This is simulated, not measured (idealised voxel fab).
This is a process module. Its name is voxel plated lines.
The width of the displayed cross-section, cut, is 215 nm; its cells are square, with a size of 5 nm.
Cross-section = grid of square cells, listed top down in bands; band = one or more rows. Top height, bottom height, nm. Materials left to right, width each, nm. Single material + "full width" = fills band edge to edge. "empty" = empty. Heights are measured from 0, the level below which the as-received wafer is all one material; the lowest band has no bottom and continues downward, written as in "0 -> down". Width spec "30 to 40" -> top row of cells at first value, bottom row at second value, equal per-row change in between. "no modifications", as given for a step, is the statement that not any cell of the cross-section underwent a change during that step. Reported under the label "Closed internal voids" are the empty spaces having no open way to the top and comprising 8 cells or more; the notation for each is width x height at distance, in which the distance is measured from the left edge and all three values are in nm. Where a step's line continues beyond its settings, the continuation is a remark by the simulator itself on that step. The line of a step may include "overlay nm". On a step with a mask, this value is how far to the right of its planned place the mask lay. A negative value means the mask lay to the left.
### Planned process steps
1. RECEIVE: material Si
2. CONFORMAL_DEP: material Al2O3, thk nm 5
3. DIRECTIONAL_DEP: material TiN, thk nm 5
4. PATTERN: tone open, mask id LINES, material resist, width nm 25, pitch nm 50, thk nm 30, overlay nm 0
5. EPI: material Ru, thk nm 5
6. EPI: material Ru, thk nm 5
7. STRIP: etch materials resist
8. DIRECTIONAL_ETCH: etch materials TiN, depth nm 5
9. CONFORMAL_DEP: material SiO2, thk nm 10
### Received-state cross-section, reflecting completion of step 1
- 0 -> down = Si full width
- Closed internal voids: none
### First of two wafers at the end of the module, shown in cross-section; run carried out as planned
- 30 -> 20 = 60 empty | 45 SiO2 | 5 empty | 45 SiO2 | 60 empty
- 20 -> 15 = 60 empty | 10 SiO2 | 25 Ru | 10 SiO2 | 5 empty | 10 SiO2 | 25 Ru | 10 SiO2 | 60 empty
- 15 -> 10 = 70 SiO2 | 25 Ru | 25 SiO2 | 25 Ru | 70 SiO2
- 10 -> 5 = 70 SiO2 | 25 TiN | 25 SiO2 | 25 TiN | 70 SiO2
- 5 -> 0 = Al2O3 full width
- 0 -> down = Si full width
- Closed internal voids: none
### This is the second of the two wafers, cross-sectioned at the end of the module; it started exactly like the first and was given the same plan, but it was run with one mistake
- 20 -> 10 = SiO2 full width
- 10 -> 5 = Al2O3 full width
- 5 -> 0 = TiN full width
- 0 -> down = Si full width
- Closed internal voids: none
Nonconformance to the process plan: steps 2 and 3 run out of order (swapped)
End check, counted in cells, second wafer has more or fewer of these materials than the first: Ru: 20 fewer; SiO2: 24 fewer; TiN: 33 more
